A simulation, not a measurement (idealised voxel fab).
Title: Process Module voxel released beams
Pictured: cross-section cut, 270 nm wide, on a grid of 5 nm square cells.
A cross-section is a grid of square cells, given in bands from the top down. A band is one or more rows of cells.
Within each band entry, the heights of the top and of the bottom of the band appear first, in that order and in nm; the materials of the band then follow from left to right, each with its corresponding width in nm. The designation "all across" on a single material indicates that it fills the band from edge to edge; the designation "air" indicates empty space.
Zero point of the height axis is 0; under it, received wafer = one material. Lowest band: continues down indefinitely, "top 0, no bottom".
A two-number width, for instance "30->40", indicates that the width is equal to the first number in the top row of the band and to the second number in the bottom row, and that it changes by a constant amount per row of cells.
"remained unchanged" (step): cross-section cells unchanged, all of them.
Voids not open to the top, 8 cells minimum: see "Sealed internal voids". Written width x height at distance; distance is from the left edge; nm.
Anything after a step's settings on that line? It's the simulator's own note about the step.
overlay nm: where the mask lay relative to plan, measured to the right, on steps with a mask; negatives go left.

**This section lists the process steps that were planned**
| 1 | RECEIVE,material Si |
| 2 | CONFORMAL_DEP,material Al2O3,thk nm 10 |
| 3 | DIRECTIONAL_DEP,material SiO2,thk nm 15 |
| 4 | MASKED_ETCH,tone open,mask id ANCHOR,width nm 30,etch materials SiO2,depth nm 15,overlay nm 0 |
| 5 | CONFORMAL_DEP,material polySi,thk nm 10 |
| 6 | MASKED_ETCH,tone cover,mask id BEAM,width nm 115,etch materials polySi,depth nm 10,overlay nm 0 |
| 7 | STRIP,etch materials SiO2 |

**First of two wafers - as planned**

**So this is the incoming wafer in cross-section - it's already been through step 1**
	top 0, no bottom  Si all across
	Sealed internal voids: none

**The wafer in cross-section once step 2 is complete**
	top 10, bottom 0  Al2O3 all across
	Under 0: no change, same as before.

**The wafer in cross-section once step 3 is complete**
	top 25, bottom 10  SiO2 all across
	Under 10: no change, same as before.

**The wafer in cross-section once step 4 is complete**
	top 25, bottom 10  80 SiO2 | 30 air | 160 SiO2
	Under 10: no change, same as before.

**The wafer in cross-section once step 5 is complete**
	top 35, bottom 25  90 polySi | 10 air | 170 polySi
	top 25, bottom 20  80 SiO2 | 10 polySi | 10 air | 10 polySi | 160 SiO2
	top 20, bottom 10  80 SiO2 | 30 polySi | 160 SiO2
	Under 10: no change, same as before.

**The wafer in cross-section once step 6 is complete**
	top 35, bottom 25  75 air | 15 polySi | 10 air | 90 polySi | 80 air
	Under 25: no change, same as before.

**The wafer in cross-section once step 7 is complete**
	top 35, bottom 25  75 air | 15 polySi | 10 air | 90 polySi | 80 air
	top 25, bottom 20  80 air | 10 polySi | 10 air | 10 polySi | 160 air
	top 20, bottom 10  80 air | 30 polySi | 160 air
	Under 10: no change, same as before.

**The second wafer began exactly as the first did and followed the same plan, but one mistake was made while running it; through step 3 inclusive, the two wafers are identical**

**Here is the second wafer in cross-section at the point where step 4 of the plan should have been done**
	top 25, bottom 10  80 SiO2 | 30 air | 160 SiO2
	Under 10: no change, same as before.

**Here is the second wafer in cross-section at the point where step 5 of the plan should have been done**
	top 35, bottom 25  90 polySi | 10 air | 170 polySi
	top 25, bottom 20  80 SiO2 | 10 polySi | 10 air | 10 polySi | 160 SiO2
	top 20, bottom 10  80 SiO2 | 30 polySi | 160 SiO2
	Under 10: no change, same as before.

**Here is the second wafer in cross-section at the point where step 6 of the plan should have been done**
	top 35, bottom 25  75 air | 15 polySi | 10 air | 90 polySi | 80 air
	Under 25: no change, same as before.

**Here is the second wafer in cross-section at the point where step 7 of the plan should have been done**
	top 35, bottom 25  75 air | 15 polySi | 10 air | 90 polySi | 80 air
	top 25, bottom 20  80 air | 10 polySi | 10 air | 10 polySi | 160 air
	top 20, bottom 10  80 air | 30 polySi | 160 air
	Under 10: no change, same as before.
The mistake made against the process plan was this: it should be noted that step 4 of the plan was executed twice
At process end the two wafers are indistinguishable in cross-section, so the error does not change what this model computes.
